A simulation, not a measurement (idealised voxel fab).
process module | voxel gate over fins
cross-section cut | 270 nm wide | cells 5 nm
A cross-section is a grid of square cells, given in bands from the top down. A band is one or more rows of cells.
Each band's line starts with the height of the band's top and of its bottom, in nm. Then come its materials from left to right, each with its width in nm. One material with "throughout" fills the band from edge to edge. "air" is empty space.
Height 0 is the level under which the wafer as received is all one material. The lowest band goes on downwards, as in "0 down".
A width such as "30 to 40" changes by the same amount from each row of cells to the next, from the band's top row to its bottom row.
"no change" after a step means that no cell of the cross-section changed.
closed voids: empty space of 8 cells or more with no open way to the top, each as width x height at its distance from the left edge, in nm
after a step's settings: what the simulator itself notes on the step
overlay nm, on a step with a mask: how far to the right of its planned place the mask lay; to the left if negative
plan
1 op RECEIVE | material Si
2 op CONFORMAL_DEP | material SiN | thk nm 5
3 op PATTERN | tone cover | mask id FINS | material resist | width nm 15 | pitch nm 40 | thk nm 15 | overlay nm 0
4 op DIRECTIONAL_ETCH | etch materials SiN | depth nm 5
5 op DIRECTIONAL_ETCH | etch materials Si | depth nm 35
6 op STRIP | etch materials resist
7 op OXIDIZE | depth nm 5
8 op FILL_DEP | material SiO2 | thk nm 15
9 op CMP | height nm 5
10 op SELECTIVE_ETCH | etch materials SiO2 | depth nm 15
11 op STRIP | etch materials SiN
12 op CONFORMAL_DEP | material HfO2 | thk nm 5
13 op CONFORMAL_DEP | material TiN | thk nm 5
14 op CONFORMAL_DEP | material TiAl | thk nm 5
15 op CONFORMAL_DEP | material TiN | thk nm 5
16 op FILL_DEP | material W | thk nm 15
17 op CMP | height nm 30
18 op CONFORMAL_DEP | material SiN | thk nm 10
first wafer, as planned
as received, after step 1
  0 down: Si throughout
  closed voids: none
after step 2
  5 to 0: SiN throughout
  below 0: unchanged
after step 3
  20 to 5: air 85 | resist 15 | air 25 | resist 15 | air 25 | resist 15 | air 90
  below 5: unchanged
after step 4
  20 to 5: air 85 | resist 15 | air 25 | resist 15 | air 25 | resist 15 | air 90
  5 to 0: air 85 | SiN 15 | air 25 | SiN 15 | air 25 | SiN 15 | air 90
  below 0: unchanged
after step 5
  20 to 5: air 85 | resist 15 | air 25 | resist 15 | air 25 | resist 15 | air 90
  5 to 0: air 85 | SiN 15 | air 25 | SiN 15 | air 25 | SiN 15 | air 90
  0 to -35: air 85 | Si 15 | air 25 | Si 15 | air 25 | Si 15 | air 90
  below -35: unchanged
after step 6
  5 to 0: air 85 | SiN 15 | air 25 | SiN 15 | air 25 | SiN 15 | air 90
  below 0: unchanged
after step 7
  5 to 0: air 85 | SiN 15 | air 25 | SiN 15 | air 25 | SiN 15 | air 90
  0 to -35: air 85 | SiO2 5 | Si 5 | SiO2 5 | air 25 | SiO2 5 | Si 5 | SiO2 5 | air 25 | SiO2 5 | Si 5 | SiO2 5 | air 90
  -35 to -40: SiO2 90 | Si 5 | SiO2 35 | Si 5 | SiO2 35 | Si 5 | SiO2 95
  below -40: unchanged
after step 8
  20 to 5: SiO2 throughout
  5 to 0: SiO2 85 | SiN 15 | SiO2 25 | SiN 15 | SiO2 25 | SiN 15 | SiO2 90
  0 to -40: SiO2 90 | Si 5 | SiO2 35 | Si 5 | SiO2 35 | Si 5 | SiO2 95
  below -40: unchanged
after step 9
  5 to 0: SiO2 85 | SiN 15 | SiO2 25 | SiN 15 | SiO2 25 | SiN 15 | SiO2 90
  below 0: unchanged
after step 10
  5 to 0: air 85 | SiN 15 | air 25 | SiN 15 | air 25 | SiN 15 | air 90
  0 to -10: air 90 | Si 5 | air 35 | Si 5 | air 35 | Si 5 | air 95
  below -10: unchanged
after step 11
  0 to -10: air 90 | Si 5 | air 35 | Si 5 | air 35 | Si 5 | air 95
  below -10: unchanged
after step 12
  5 to 0: air 85 | HfO2 15 | air 25 | HfO2 15 | air 25 | HfO2 15 | air 90
  0 to -5: air 85 | HfO2 5 | Si 5 | HfO2 5 | air 25 | HfO2 5 | Si 5 | HfO2 5 | air 25 | HfO2 5 | Si 5 | HfO2 5 | air 90
  -5 to -10: HfO2 90 | Si 5 | HfO2 35 | Si 5 | HfO2 35 | Si 5 | HfO2 95
  below -10: unchanged
after step 13
  10 to 5: air 80 | TiN 25 | air 15 | TiN 25 | air 15 | TiN 25 | air 85
  5 to 0: air 80 | TiN 5 | HfO2 15 | TiN 5 | air 15 | TiN 5 | HfO2 15 | TiN 5 | air 15 | TiN 5 | HfO2 15 | TiN 5 | air 85
  0 to -5: TiN 85 | HfO2 5 | Si 5 | HfO2 5 | TiN 25 | HfO2 5 | Si 5 | HfO2 5 | TiN 25 | HfO2 5 | Si 5 | HfO2 5 | TiN 90
  below -5: unchanged
after step 14
  15 to 10: air 75 | TiAl 35 | air 5 | TiAl 35 | air 5 | TiAl 35 | air 80
  10 to 5: air 75 | TiAl 5 | TiN 25 | TiAl 5 | air 5 | TiAl 5 | TiN 25 | TiAl 5 | air 5 | TiAl 5 | TiN 25 | TiAl 5 | air 80
  5 to 0: TiAl 80 | TiN 5 | HfO2 15 | TiN 5 | TiAl 15 | TiN 5 | HfO2 15 | TiN 5 | TiAl 15 | TiN 5 | HfO2 15 | TiN 5 | TiAl 85
  below 0: unchanged
after step 15
  20 to 15: air 70 | TiN 125 | air 75
  15 to 10: air 70 | TiN 5 | TiAl 35 | TiN 5 | TiAl 35 | TiN 5 | TiAl 35 | TiN 5 | air 75
  10 to 5: TiN 75 | TiAl 5 | TiN 25 | TiAl 5 | TiN 5 | TiAl 5 | TiN 25 | TiAl 5 | TiN 5 | TiAl 5 | TiN 25 | TiAl 5 | TiN 80
  below 5: unchanged
after step 16
  35 to 20: W throughout
  20 to 15: W 70 | TiN 125 | W 75
  15 to 10: W 70 | TiN 5 | TiAl 35 | TiN 5 | TiAl 35 | TiN 5 | TiAl 35 | TiN 5 | W 75
  below 10: unchanged
after step 17
  30 to 20: W throughout
  below 20: unchanged
after step 18
  40 to 30: SiN throughout
  below 30: unchanged
second wafer: like start, like plan, one mistake. Through step 9 it matches the first wafer
when step 10 should have ended
  5 to 0: air 85 | SiN 15 | air 25 | SiN 15 | air 25 | SiN 15 | air 90
  0 to -25: air 90 | Si 5 | air 35 | Si 5 | air 35 | Si 5 | air 95
  below -25: unchanged
when step 11 should have ended
  0 to -25: air 90 | Si 5 | air 35 | Si 5 | air 35 | Si 5 | air 95
  below -25: unchanged
when step 12 should have ended
  5 to 0: air 85 | HfO2 15 | air 25 | HfO2 15 | air 25 | HfO2 15 | air 90
  0 to -20: air 85 | HfO2 5 | Si 5 | HfO2 5 | air 25 | HfO2 5 | Si 5 | HfO2 5 | air 25 | HfO2 5 | Si 5 | HfO2 5 | air 90
  -20 to -25: HfO2 90 | Si 5 | HfO2 35 | Si 5 | HfO2 35 | Si 5 | HfO2 95
  below -25: unchanged
when step 13 should have ended
  10 to 5: air 80 | TiN 25 | air 15 | TiN 25 | air 15 | TiN 25 | air 85
  5 to 0: air 80 | TiN 5 | HfO2 15 | TiN 5 | air 15 | TiN 5 | HfO2 15 | TiN 5 | air 15 | TiN 5 | HfO2 15 | TiN 5 | air 85
  0 to -15: air 80 | TiN 5 | HfO2 5 | Si 5 | HfO2 5 | TiN 5 | air 15 | TiN 5 | HfO2 5 | Si 5 | HfO2 5 | TiN 5 | air 15 | TiN 5 | HfO2 5 | Si 5 | HfO2 5 | TiN 5 | air 85
  -15 to -20: TiN 85 | HfO2 5 | Si 5 | HfO2 5 | TiN 25 | HfO2 5 | Si 5 | HfO2 5 | TiN 25 | HfO2 5 | Si 5 | HfO2 5 | TiN 90
  below -20: unchanged
when step 14 should have ended
  15 to 10: air 75 | TiAl 35 | air 5 | TiAl 35 | air 5 | TiAl 35 | air 80
  10 to 5: air 75 | TiAl 5 | TiN 25 | TiAl 5 | air 5 | TiAl 5 | TiN 25 | TiAl 5 | air 5 | TiAl 5 | TiN 25 | TiAl 5 | air 80
  5 to 0: air 75 | TiAl 5 | TiN 5 | HfO2 15 | TiN 5 | TiAl 5 | air 5 | TiAl 5 | TiN 5 | HfO2 15 | TiN 5 | TiAl 5 | air 5 | TiAl 5 | TiN 5 | HfO2 15 | TiN 5 | TiAl 5 | air 80
  0 to -10: air 75 | TiAl 5 | TiN 5 | HfO2 5 | Si 5 | HfO2 5 | TiN 5 | TiAl 5 | air 5 | TiAl 5 | TiN 5 | HfO2 5 | Si 5 | HfO2 5 | TiN 5 | TiAl 5 | air 5 | TiAl 5 | TiN 5 | HfO2 5 | Si 5 | HfO2 5 | TiN 5 | TiAl 5 | air 80
  -10 to -15: TiAl 80 | TiN 5 | HfO2 5 | Si 5 | HfO2 5 | TiN 5 | TiAl 15 | TiN 5 | HfO2 5 | Si 5 | HfO2 5 | TiN 5 | TiAl 15 | TiN 5 | HfO2 5 | Si 5 | HfO2 5 | TiN 5 | TiAl 85
  below -15: unchanged
when step 15 should have ended
  20 to 15: air 70 | TiN 125 | air 75
  15 to 10: air 70 | TiN 5 | TiAl 35 | TiN 5 | TiAl 35 | TiN 5 | TiAl 35 | TiN 5 | air 75
  10 to 5: air 70 | TiN 5 | TiAl 5 | TiN 25 | TiAl 5 | TiN 5 | TiAl 5 | TiN 25 | TiAl 5 | TiN 5 | TiAl 5 | TiN 25 | TiAl 5 | TiN 5 | air 75
  5 to 0: air 70 | TiN 5 | TiAl 5 | TiN 5 | HfO2 15 | TiN 5 | TiAl 5 | TiN 5 | TiAl 5 | TiN 5 | HfO2 15 | TiN 5 | TiAl 5 | TiN 5 | TiAl 5 | TiN 5 | HfO2 15 | TiN 5 | TiAl 5 | TiN 5 | air 75
  0 to -5: air 70 | TiN 5 | TiAl 5 | TiN 5 | HfO2 5 | Si 5 | HfO2 5 | TiN 5 | TiAl 5 | TiN 5 | TiAl 5 | TiN 5 | HfO2 5 | Si 5 | HfO2 5 | TiN 5 | TiAl 5 | TiN 5 | TiAl 5 | TiN 5 | HfO2 5 | Si 5 | HfO2 5 | TiN 5 | TiAl 5 | TiN 5 | air 75
  -5 to -10: TiN 75 | TiAl 5 | TiN 5 | HfO2 5 | Si 5 | HfO2 5 | TiN 5 | TiAl 5 | TiN 5 | TiAl 5 | TiN 5 | HfO2 5 | Si 5 | HfO2 5 | TiN 5 | TiAl 5 | TiN 5 | TiAl 5 | TiN 5 | HfO2 5 | Si 5 | HfO2 5 | TiN 5 | TiAl 5 | TiN 80
  below -10: unchanged
when step 16 should have ended
  35 to 20: W throughout
  20 to 15: W 70 | TiN 125 | W 75
  15 to 10: W 70 | TiN 5 | TiAl 35 | TiN 5 | TiAl 35 | TiN 5 | TiAl 35 | TiN 5 | W 75
  10 to 5: W 70 | TiN 5 | TiAl 5 | TiN 25 | TiAl 5 | TiN 5 | TiAl 5 | TiN 25 | TiAl 5 | TiN 5 | TiAl 5 | TiN 25 | TiAl 5 | TiN 5 | W 75
  5 to 0: W 70 | TiN 5 | TiAl 5 | TiN 5 | HfO2 15 | TiN 5 | TiAl 5 | TiN 5 | TiAl 5 | TiN 5 | HfO2 15 | TiN 5 | TiAl 5 | TiN 5 | TiAl 5 | TiN 5 | HfO2 15 | TiN 5 | TiAl 5 | TiN 5 | W 75
  0 to -5: W 70 | TiN 5 | TiAl 5 | TiN 5 | HfO2 5 | Si 5 | HfO2 5 | TiN 5 | TiAl 5 | TiN 5 | TiAl 5 | TiN 5 | HfO2 5 | Si 5 | HfO2 5 | TiN 5 | TiAl 5 | TiN 5 | TiAl 5 | TiN 5 | HfO2 5 | Si 5 | HfO2 5 | TiN 5 | TiAl 5 | TiN 5 | W 75
  below -5: unchanged
when step 17 should have ended
  30 to 20: W throughout
  below 20: unchanged
when step 18 should have ended
  40 to 30: SiN throughout
  below 30: unchanged
what went wrong: step 10 was run twice
at the end the second wafer has, in cells: 18 more of HfO2 | 153 fewer of SiO2 | 18 more of TiAl | 30 more of TiN | 87 more of W
